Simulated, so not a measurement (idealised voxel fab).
Documented hereafter: the process module known as voxel capacitor over wiring.
This is section cut - it's 245 nm across, gridded in 5 nm square cells.
Cross-section spec: square-cell grid; bands listed top down; each band is one or more rows. Top height, bottom height, nm. Materials left to right, width each, nm. Single material + "throughout" = fills band edge to edge. "blank" = empty. Height datum 0, below which the as-received substrate wafer is one material. Lowest band open at the bottom, running downward: "from 0 down". Note: "30 to 40" means the width goes from the first number (top row of the band) to the second number (bottom row) in equal steps per row of cells. It should be understood that the words "nothing altered", when stated for a given step, signify that the cross-section underwent no change in any of its cells during that step. "Trapped voids" - sealed voids, min. 8 cells, no opening to top; format: width x height at distance (distance from left edge; nm throughout). Past the settings on a step's line: simulator remark, on that step. overlay nm: mask right of planned place by this much (step with mask). Neg. = left.
THE PLANNED PROCESS STEPS ARE ENUMERATED HEREUNDER
1: RECEIVE | material Si
2: CONFORMAL_DEP | material SiO2 | thk nm 15
3: CONFORMAL_DEP | material SiN | thk nm 5
4: DIRECTIONAL_DEP | material SiO2 | thk nm 20
5: DIRECTIONAL_DEP | material aC | thk nm 10
6: PATTERN | tone open | mask id METAL_1 | material resist | width nm 25 | pitch nm 90 | thk nm 25 | overlay nm 0
7: DIRECTIONAL_ETCH | etch materials aC | depth nm 10
8: STRIP | etch materials resist
9: DIRECTIONAL_ETCH | etch materials SiO2 | depth nm 20
10: DIRECTIONAL_ETCH | etch materials SiN | depth nm 5
11: STRIP | etch materials aC
12: CONFORMAL_DEP | material TiN | thk nm 5
13: FILL_DEP | material W | thk nm 10
14: CMP | height nm 40
15: CONFORMAL_DEP | material SiCN | thk nm 5
16: DIRECTIONAL_DEP | material lowk | thk nm 20
17: MASKED_ETCH | tone open | mask id PLUG_1 | width nm 15 | etch materials lowk | depth nm 20 | overlay nm 0
18: MASKED_ETCH | tone open | mask id PLUG_1 | width nm 15 | etch materials SiCN | depth nm 5 | overlay nm -15
19: CONFORMAL_DEP | material TiN | thk nm 5
20: FILL_DEP | material W | thk nm 5
21: CMP | height nm 65
22: DIRECTIONAL_DEP | material TiN | thk nm 10
23: DIRECTIONAL_DEP | material HfO2 | thk nm 5
24: DIRECTIONAL_DEP | material TiN | thk nm 10
25: DIRECTIONAL_DEP | material aC | thk nm 15
26: PATTERN | tone cover | mask id UPPER_PLATE | material resist | width nm 70 | thk nm 30 | overlay nm 0
27: DIRECTIONAL_ETCH | etch materials aC | depth nm 15
28: STRIP | etch materials resist
29: DIRECTIONAL_ETCH | etch materials TiN | depth nm 10
30: DIRECTIONAL_ETCH | etch materials HfO2 | depth nm 5
31: STRIP | etch materials aC
32: DIRECTIONAL_DEP | material aC | thk nm 15
33: PATTERN | tone cover | mask id LOWER_PLATE | material resist | width nm 80 | thk nm 30 | overlay nm 0
34: DIRECTIONAL_ETCH | etch materials aC | depth nm 15
35: STRIP | etch materials resist
36: DIRECTIONAL_ETCH | etch materials TiN | depth nm 10
37: STRIP | etch materials aC
38: FILL_DEP | material SiO2 | thk nm 15
39: CMP | height nm 100
40: DIRECTIONAL_DEP | material aC | thk nm 15
41: PATTERN | tone open | mask id PLUG_2 | material resist | width nm 15 | thk nm 35 | overlay nm 0
42: DIRECTIONAL_ETCH | etch materials aC | depth nm 15
43: STRIP | etch materials resist
44: DIRECTIONAL_ETCH | etch materials SiO2 | depth nm 10
45: STRIP | etch materials aC
46: CONFORMAL_DEP | material TiN | thk nm 5
47: FILL_DEP | material Ru | thk nm 10
48: CMP | height nm 100
49: CONFORMAL_DEP | material SiN | thk nm 5
Be aware that, although all wafers share a common starting state, the overlay nm at step 18 differs among them, and the plan displays the first wafer's value.
RECEIVED WAFERS, FIRST OF SEVERAL: CROSS-SECTION AFTER STEP 1
  from 0 down: Si throughout
  Trapped voids: none
EACH ROW BELOW IS A WAFER AT THE END OF THE MODULE, LISTING FOR EVERY MATERIAL THE NUMBER OF CELLS IT HAS GAINED (+) OR LOST (-) SINCE IT WAS RECEIVED, FOLLOWED BY ITS CLOSED VOIDS
overlay nm -15 | +14 HfO2 | +1 Ru | +49 SiCN | +88 SiN | +566 SiO2 | +100 TiN | +27 W | +184 lowk | Trapped voids: none
overlay nm -10 | +14 HfO2 | +1 Ru | +48 SiCN | +88 SiN | +566 SiO2 | +101 TiN | +27 W | +184 lowk | Trapped voids: none
overlay nm -5 | +14 HfO2 | +1 Ru | +47 SiCN | +88 SiN | +566 SiO2 | +102 TiN | +27 W | +184 lowk | Trapped voids: none
overlay nm 0 | +14 HfO2 | +1 Ru | +46 SiCN | +88 SiN | +566 SiO2 | +102 TiN | +28 W | +184 lowk | Trapped voids: none
overlay nm 5 | +14 HfO2 | +1 Ru | +47 SiCN | +88 SiN | +566 SiO2 | +102 TiN | +27 W | +184 lowk | Trapped voids: none
overlay nm 10 | +14 HfO2 | +1 Ru | +48 SiCN | +88 SiN | +566 SiO2 | +101 TiN | +27 W | +184 lowk | Trapped voids: none
overlay nm 15 | +14 HfO2 | +1 Ru | +49 SiCN | +88 SiN | +566 SiO2 | +100 TiN | +27 W | +184 lowk | Trapped voids: none
